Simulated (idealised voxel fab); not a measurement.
The process module presented herein is designated voxel fin reveal.
In the cross-section labelled cut, the width is 285 nm and each square cell is 5 nm.
The cross-sections in this document take the form of a grid made of square cells. They are written out as bands, in order from top to bottom. Each band consists of one or more rows of cells.
Per band: top height and bottom height in nm, followed by the left-to-right materials and their widths in nm; "all across" marks a single material spanning edge to edge, "empty" marks empty space.
Counting heights begins at 0, where everything beneath is, in the wafer as received, one material. The lowest band has no bottom; it goes on downwards, as "0..down" shows.
Graded width ("30 to 40"): value in top row of band = first number; value in bottom row = second number; row-to-row change constant.
The cross-section has no changed cell in any step marked "remained unchanged".
Under "Cavities, closed" you'll find the enclosed gaps, the ones with no way out to the top, that are 8 cells or bigger; each reads width x height at distance, with distance counted from the left edge, everything in nm.
Past the settings on a step's line: simulator remark, on that step.
The setting "overlay nm" may be written on the line of a step. When the step uses a mask, the value reports how far to the right of the planned place the mask lay, and a negative value reports that it lay to the left.

Process steps - plan:
1: RECEIVE,material Si
2: CONFORMAL_DEP,material SiN,thk nm 5
3: DIRECTIONAL_DEP,material aC,thk nm 10
4: PATTERN,tone cover,mask id FINS,material resist,width nm 15,pitch nm 45,thk nm 30,overlay nm 0
5: DIRECTIONAL_ETCH,etch materials aC,depth nm 10
6: STRIP,etch materials resist
7: DIRECTIONAL_ETCH,etch materials SiN,depth nm 5
8: DIRECTIONAL_ETCH,etch materials Si,depth nm 30
9: STRIP,etch materials aC
10: FILL_DEP,material SiO2,thk nm 15
11: CMP,height nm 5
12: SELECTIVE_ETCH,etch materials SiO2,depth nm 20
13: STRIP,etch materials SiN
14: CONFORMAL_DEP,material SiO2,thk nm 5
Wafer-to-wafer difference: depth nm, step 8. Common start. Plan = first wafer's value.

Step 1 complete: as-received cross-section of the first of several wafers:
0..down | Si all across
Cavities, closed: none

Table: wafers, a row each; end-of-module cell change per material since receipt, gain (+), loss (-); then closed voids:
depth nm 30 | -288 Si | +219 SiO2 | Cavities, closed: none
depth nm 35 | -336 Si | +267 SiO2 | Cavities, closed: none
depth nm 40 | -384 Si | +315 SiO2 | Cavities, closed: none
depth nm 45 | -432 Si | +363 SiO2 | Cavities, closed: none
depth nm 50 | -480 Si | +411 SiO2 | Cavities, closed: none
depth nm 55 | -528 Si | +459 SiO2 | Cavities, closed: none
